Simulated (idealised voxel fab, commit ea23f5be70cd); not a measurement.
This is a process module. Its name is voxel plated lines.
Cross-sectional view cut (width: 240 nm; square cell size: 5 nm).
If you're reading a cross-section in this doc, picture square cells in a grid; it comes to you as bands, top ones listed first down to the bottom, and a band can be one or more rows of cells.
What a band's entry tells you: where the top is and where the bottom is, as heights in nm, and after that what lies inside, material by material from left to right, each with its width in nm. Empty space is written as the word "empty", and a single material marked with the word "full width" occupies the band from edge to edge.
Below 0: as-received wafer, all one material; heights counted from there. Lowest band: no bottom, goes on down, written "0 down".
A two-number width, for instance "30->40", indicates that the width is equal to the first number in the top row of the band and to the second number in the bottom row, and that it changes by a constant amount per row of cells.
"identical to before" -> step changed no cross-section cell.
Enclosed voids (no open way to top), threshold 8 cells or more, entry "Internal closed voids", notation width x height at distance, distance from left edge, nm.
It should be noted that, on the line of a given step, the content following the step's settings is a remark produced by the simulator itself with respect to that step.
overlay nm: mask offset rightward from planned place, masked step; negative means leftward offset.

**Here's what the planned process steps look like**
1: RECEIVE,material Si
2: CONFORMAL_DEP,material SiO2,thk nm 5
3: DIRECTIONAL_DEP,material TiN,thk nm 5
4: PATTERN,tone open,mask id LINES,material resist,width nm 25,pitch nm 50,thk nm 25,overlay nm -15
5: EPI,material Ru,thk nm 5
6: EPI,material Ru,thk nm 10
7: STRIP,etch materials resist
8: DIRECTIONAL_ETCH,etch materials TiN,depth nm 5
9: CONFORMAL_DEP,material SiCN,thk nm 5
Don't read the plan's overlay nm for step 4 as applying to every wafer: that's the first wafer's value, and the wafers differ in it, though they all start identical.

**Cross-section of the first incoming wafer of several, state after step 1**
> 0 down  Si full width
> Internal closed voids: none

**Last step of the module is step 9; after it, the first of several wafers in cross-section**
> 30 to 25  empty 35 nm / SiCN 35 nm / empty 15 nm / SiCN 35 nm / empty 15 nm / SiCN 35 nm / empty 70 nm
> 25 to 10  empty 35 nm / SiCN 5 nm / Ru 25 nm / SiCN 5 nm / empty 15 nm / SiCN 5 nm / Ru 25 nm / SiCN 5 nm / empty 15 nm / SiCN 5 nm / Ru 25 nm / SiCN 5 nm / empty 70 nm
> 10 to 5  SiCN 40 nm / TiN 25 nm / SiCN 25 nm / TiN 25 nm / SiCN 25 nm / TiN 25 nm / SiCN 75 nm
> 5 to 0  SiO2 full width
> 0 down  Si full width
> Internal closed voids: none

**The last wafer as seen in cross-section at the end of the module**
> 30 to 25  empty 65 nm / SiCN 35 nm / empty 15 nm / SiCN 35 nm / empty 15 nm / SiCN 35 nm / empty 40 nm
> 25 to 10  empty 65 nm / SiCN 5 nm / Ru 25 nm / SiCN 5 nm / empty 15 nm / SiCN 5 nm / Ru 25 nm / SiCN 5 nm / empty 15 nm / SiCN 5 nm / Ru 25 nm / SiCN 5 nm / empty 40 nm
> 10 to 5  SiCN 70 nm / TiN 25 nm / SiCN 25 nm / TiN 25 nm / SiCN 25 nm / TiN 25 nm / SiCN 45 nm
> 5 to 0  SiO2 full width
> 0 down  Si full width
> Internal closed voids: none

**Per wafer (row), end of module: delta in cells per material since receipt, (+) for gained, (-) for lost; closed voids after that**
overlay nm -15 | +45 Ru | +72 SiCN | +48 SiO2 | +15 TiN | Internal closed voids: none
overlay nm -10 | +45 Ru | +72 SiCN | +48 SiO2 | +15 TiN | Internal closed voids: none
overlay nm -5 | +45 Ru | +72 SiCN | +48 SiO2 | +15 TiN | Internal closed voids: none
overlay nm 0 | +45 Ru | +72 SiCN | +48 SiO2 | +15 TiN | Internal closed voids: none
overlay nm 5 | +45 Ru | +72 SiCN | +48 SiO2 | +15 TiN | Internal closed voids: none
overlay nm 10 | +45 Ru | +72 SiCN | +48 SiO2 | +15 TiN | Internal closed voids: none
overlay nm 15 | +45 Ru | +72 SiCN | +48 SiO2 | +15 TiN | Internal closed voids: none
